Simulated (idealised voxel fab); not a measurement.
The process module presented herein is designated voxel spacer lines.
300 nm wide, 5 nm square cells: that's cross-section cut.
A cross-section is a grid of square cells, given in bands from the top down. A band is one or more rows of cells.
Within each band entry, the heights of the top and of the bottom of the band appear first, in that order and in nm; the materials of the band then follow from left to right, each with its corresponding width in nm. The designation "all across" on a single material indicates that it fills the band from edge to edge; the designation "air" indicates empty space.
Height 0 is the level under which the wafer as received is all one material. The lowest band goes on downwards, as in "z 0 and below".
The two numbers in a width such as "30..40" mark its ends across the band: the first belongs to the top row of cells, the second to the bottom row, and from each row to the next the width moves by the same amount.
Where the words "remained the same" appear for a step, the cross-section shows no cell changed by that step; every cell remained as before.
"Sealed internal voids" contains a list of empty spaces, each no smaller than 8 cells and without an open way to the top, written in the form width x height at distance with the distance from the left edge and all three in nm.
On a step's line, text after the settings is the simulator commenting on that step.
Each step line may optionally specify "overlay nm", which for a step with a mask gives the rightward distance between the mask's planned place and where it lay, a negative value indicating the leftward direction.
## The planned process steps are enumerated hereunder
step 1: RECEIVE | material Si
step 2: CONFORMAL_DEP | material Al2O3 | thk nm 10
step 3: DIRECTIONAL_DEP | material TiN | thk nm 15
step 4: DIRECTIONAL_DEP | material aC | thk nm 30
step 5: PATTERN | tone cover | mask id MANDREL | material resist | width nm 20 | pitch nm 60 | thk nm 35 | overlay nm 0
step 6: DIRECTIONAL_ETCH | etch materials aC | depth nm 30
step 7: STRIP | etch materials resist
step 8: CONFORMAL_DEP | material SiO2 | thk nm 10
step 9: DIRECTIONAL_ETCH | etch materials SiO2 | depth nm 10
step 10: STRIP | etch materials aC
step 11: DIRECTIONAL_ETCH | etch materials TiN | depth nm 15
step 12: STRIP | etch materials SiO2
## First out of two wafers; run went to plan
## As-received state of the wafer in cross-section, equivalent to post-step 1
  z 0 and below  Si all across
  Sealed internal voids: none
## Cross-section: wafer state after step 2
  z 10 to 0  Al2O3 all across
  Whatever lies below 0 is exactly as it was before.
## Cross-section: wafer state after step 3
  z 25 to 10  TiN all across
  Whatever lies below 10 is exactly as it was before.
## Cross-section: wafer state after step 4
  z 55 to 25  aC all across
  Whatever lies below 25 is exactly as it was before.
## Cross-section: wafer state after step 5
  z 90 to 55  air=80; resist=20; air=40; resist=20; air=40; resist=20; air=80
  Whatever lies below 55 is exactly as it was before.
## Cross-section: wafer state after step 6
  z 60 to 55  air=80; resist=20; air=40; resist=20; air=40; resist=20; air=80
  z 55 to 25  air=80; aC=20; air=40; aC=20; air=40; aC=20; air=80
  Whatever lies below 25 is exactly as it was before.
## Cross-section: wafer state after step 7
  z 55 to 25  air=80; aC=20; air=40; aC=20; air=40; aC=20; air=80
  Whatever lies below 25 is exactly as it was before.
## Cross-section: wafer state after step 8
  z 65 to 55  air=70; SiO2=40; air=20; SiO2=40; air=20; SiO2=40; air=70
  z 55 to 35  air=70; SiO2=10; aC=20; SiO2=10; air=20; SiO2=10; aC=20; SiO2=10; air=20; SiO2=10; aC=20; SiO2=10; air=70
  z 35 to 25  SiO2=80; aC=20; SiO2=40; aC=20; SiO2=40; aC=20; SiO2=80
  Whatever lies below 25 is exactly as it was before.
## Cross-section: wafer state after step 9
  z 55 to 25  air=70; SiO2=10; aC=20; SiO2=10; air=20; SiO2=10; aC=20; SiO2=10; air=20; SiO2=10; aC=20; SiO2=10; air=70
  Whatever lies below 25 is exactly as it was before.
## Cross-section: wafer state after step 10
  z 55 to 25  air=70; SiO2=10; air=20; SiO2=10; air=20; SiO2=10; air=20; SiO2=10; air=20; SiO2=10; air=20; SiO2=10; air=70
  Whatever lies below 25 is exactly as it was before.
## Cross-section: wafer state after step 11
  z 55 to 25  air=70; SiO2=10; air=20; SiO2=10; air=20; SiO2=10; air=20; SiO2=10; air=20; SiO2=10; air=20; SiO2=10; air=70
  z 25 to 10  air=70; TiN=10; air=20; TiN=10; air=20; TiN=10; air=20; TiN=10; air=20; TiN=10; air=20; TiN=10; air=70
  Whatever lies below 10 is exactly as it was before.
## Cross-section: wafer state after step 12
  z 25 to 10  air=70; TiN=10; air=20; TiN=10; air=20; TiN=10; air=20; TiN=10; air=20; TiN=10; air=20; TiN=10; air=70
  Whatever lies below 10 is exactly as it was before.
## Second wafer - shared start and plan with the first - one error in running - same as the first up to step 2 inclusive
## Second wafer, sectioned view, at step 3's planned end time
  z 40 to 10  aC all across
  Whatever lies below 10 is exactly as it was before.
## Second wafer, sectioned view, at step 4's planned end time
  z 55 to 40  TiN all across
  Whatever lies below 40 is exactly as it was before.
## Second wafer, sectioned view, at step 5's planned end time
  z 90 to 55  air=80; resist=20; air=40; resist=20; air=40; resist=20; air=80
  Whatever lies below 55 is exactly as it was before.
## Second wafer, sectioned view, at step 6's planned end time
  z 60 to 55  air=80; resist=20; air=40; resist=20; air=40; resist=20; air=80
  Whatever lies below 55 is exactly as it was before.
## Second wafer, sectioned view, at step 7's planned end time
  z 55 to 40  TiN all across
  Whatever lies below 40 is exactly as it was before.
## Second wafer, sectioned view, at step 8's planned end time
  z 65 to 55  SiO2 all across
  Whatever lies below 55 is exactly as it was before.
## Second wafer, sectioned view, at step 9's planned end time
  z 55 to 40  TiN all across
  Whatever lies below 40 is exactly as it was before.
Second wafer, sectioned view, at step 10's planned end time: remained the same
## Second wafer, sectioned view, at step 11's planned end time
  z 40 to 10  aC all across
  Whatever lies below 10 is exactly as it was before.
Second wafer, sectioned view, at step 12's planned end time: remained the same
Which mistake was made when the wafer was run? the executed order of steps 3 and 4 is the reverse of that specified in the plan, each step having taken the other's position
at the end the second wafer has, in cells: -36 TiN; +360 aC
